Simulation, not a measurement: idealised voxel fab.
The name of this process module is voxel released beams.
In the cross-section labelled cut, the width is 160 nm and each square cell is 5 nm.
A cross-section in this document is a grid of square cells, and it is written down as bands, the top band listed before the ones below it; a band is made up of one or more rows of cells.
Each band's line starts with the height of the band's top and of its bottom, in nm. Then come its materials from left to right, each with its width in nm. One material with "throughout" fills the band from edge to edge. "blank" is empty space.
Height 0 is the level under which the wafer as received is all one material. The lowest band goes on downwards, as in "0 -> down".
A width such as "30..40" changes by the same amount from each row of cells to the next, from the band's top row to its bottom row.
Where the words "all unchanged" appear for a step, the cross-section shows no cell changed by that step; every cell remained as before.
Each empty space that has no open way to the top and spans at least 8 cells appears under "Voids lacking openings" as width x height at distance, the distance counted from the left edge, all in nm.
If you see something after the settings on a step's line, that's the simulator's own remark about that step.
The setting "overlay nm" may be written on the line of a step. When the step uses a mask, the value reports how far to the right of the planned place the mask lay, and a negative value reports that it lay to the left.

[plan]
1: RECEIVE with material Si
2: CONFORMAL_DEP with material Al2O3, thk nm 5
3: DIRECTIONAL_DEP with material SiO2, thk nm 20
4: DIRECTIONAL_DEP with material aC, thk nm 10
5: PATTERN with tone open, mask id ANCHOR, material resist, width nm 25, thk nm 25, overlay nm 0
6: DIRECTIONAL_ETCH with etch materials aC, depth nm 10
7: STRIP with etch materials resist
8: DIRECTIONAL_ETCH with etch materials SiO2, depth nm 20
9: STRIP with etch materials aC
10: CONFORMAL_DEP with material polySi, thk nm 10
11: PATTERN with tone cover, mask id BEAM, material resist, width nm 90, thk nm 15, overlay nm 0
12: DIRECTIONAL_ETCH with etch materials polySi, depth nm 10
13: STRIP with etch materials resist
14: STRIP with etch materials SiO2

[Here's what the wafer looked like in cross-section when it arrived - that's after step 1]
  0 -> down: Si throughout
  Voids lacking openings: none

[a wafer at the end: this start, this plan, one mistake]
  30 -> 25: blank 30 nm | polySi 10 nm | blank 15 nm | polySi 65 nm | blank 40 nm
  25 -> 10: blank 35 nm | polySi 5 nm | blank 15 nm | polySi 5 nm | blank 100 nm
  10 -> 5: blank 35 nm | polySi 25 nm | blank 100 nm
  5 -> 0: Al2O3 throughout
  0 -> down: Si throughout
  Voids lacking openings: none
Which mistake was made when the wafer was run? off-plan run, step 10, actual operation and settings CONFORMAL_DEP with material polySi, thk nm 5
